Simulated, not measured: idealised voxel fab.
The process module presented herein is designated voxel gate over fins.
This is section cut - it's 180 nm across, gridded in 5 nm square cells.
We lay out every cross-section as a grid of square cells and spell it out in bands from the top down, where one band means one or more rows of cells. Band: top height; bottom height; in nm. Then, left to right: material with width in nm, for each material. "edge to edge": a single material spanning edge to edge. "air": empty space. Measure heights from 0. That's the level where, below it, the as-received wafer is all one material. The lowest band is bottomless and extends downward; write it as in "z 0 and below". Top row gets the first number, bottom row gets the second, and each row in between changes by the same step: that is how a band width like "30->40" works. Where a step carries "nothing changed", the cross-section came out of it unchanged, cell for cell. Empty spaces without an open route to the top, at least 8 cells in extent, make up the entry "Voids lacking openings"; each is given as width x height at distance, where the distance is measured from the left edge, and all are in nm. Anything after a step's settings on that line? It's the simulator's own note about the step. When a step includes a mask, the "overlay nm" setting on its line states how far to the right of its planned place that mask lay, and negative values state how far to the left.
**Here's what the planned process steps look like**
1 RECEIVE with material Si
2 CONFORMAL_DEP with material SiN, thk nm 5
3 DIRECTIONAL_DEP with material aC, thk nm 15
4 PATTERN with tone cover, mask id FINS, material resist, width nm 15, pitch nm 40, thk nm 35, overlay nm 0
5 DIRECTIONAL_ETCH with etch materials aC, depth nm 15
6 STRIP with etch materials resist
7 DIRECTIONAL_ETCH with etch materials SiN, depth nm 5
8 DIRECTIONAL_ETCH with etch materials Si, depth nm 30
9 STRIP with etch materials aC
10 FILL_DEP with material SiO2, thk nm 10
11 CMP with height nm 5
12 SELECTIVE_ETCH with etch materials SiO2, depth nm 15
13 STRIP with etch materials SiN
14 CONFORMAL_DEP with material HfO2, thk nm 5
15 CONFORMAL_DEP with material TiN, thk nm 5
16 FILL_DEP with material W, thk nm 10
17 CMP with height nm 15
18 CONFORMAL_DEP with material SiCN, thk nm 5
**Cross-section: wafer on arrival = after step 1**
    z 0 and below | Si edge to edge
    Voids lacking openings: none
**Here's the wafer cut in cross-section after the module, started and planned just like above, except one thing was done wrong in the run**
    z 20 to 15 | SiCN edge to edge
    z 15 to 10 | W edge to edge
    z 10 to 5 | W 10 / TiN 35 / W 5 / TiN 35 / W 5 / TiN 35 / W 5 / TiN 35 / W 15
    z 5 to 0 | W 10 / TiN 5 / HfO2 25 / TiN 5 / W 5 / TiN 5 / HfO2 25 / TiN 5 / W 5 / TiN 5 / HfO2 25 / TiN 5 / W 5 / TiN 5 / HfO2 25 / TiN 5 / W 15
    z 0 to -15 | W 10 / TiN 5 / HfO2 5 / Si 15 / HfO2 5 / TiN 5 / W 5 / TiN 5 / HfO2 5 / Si 15 / HfO2 5 / TiN 5 / W 5 / TiN 5 / HfO2 5 / Si 15 / HfO2 5 / TiN 5 / W 5 / TiN 5 / HfO2 5 / Si 15 / HfO2 5 / TiN 5 / W 15
    z -15 to -20 | TiN 15 / HfO2 5 / Si 15 / HfO2 5 / TiN 15 / HfO2 5 / Si 15 / HfO2 5 / TiN 15 / HfO2 5 / Si 15 / HfO2 5 / TiN 15 / HfO2 5 / Si 15 / HfO2 5 / TiN 20
    z -20 to -25 | HfO2 20 / Si 15 / HfO2 25 / Si 15 / HfO2 25 / Si 15 / HfO2 25 / Si 15 / HfO2 25
    z -25 to -30 | SiO2 20 / Si 15 / SiO2 25 / Si 15 / SiO2 25 / Si 15 / SiO2 25 / Si 15 / SiO2 25
    z -30 and below | Si edge to edge
    Voids lacking openings: none
Deviation from plan: step 12 of the plan saw execution twice
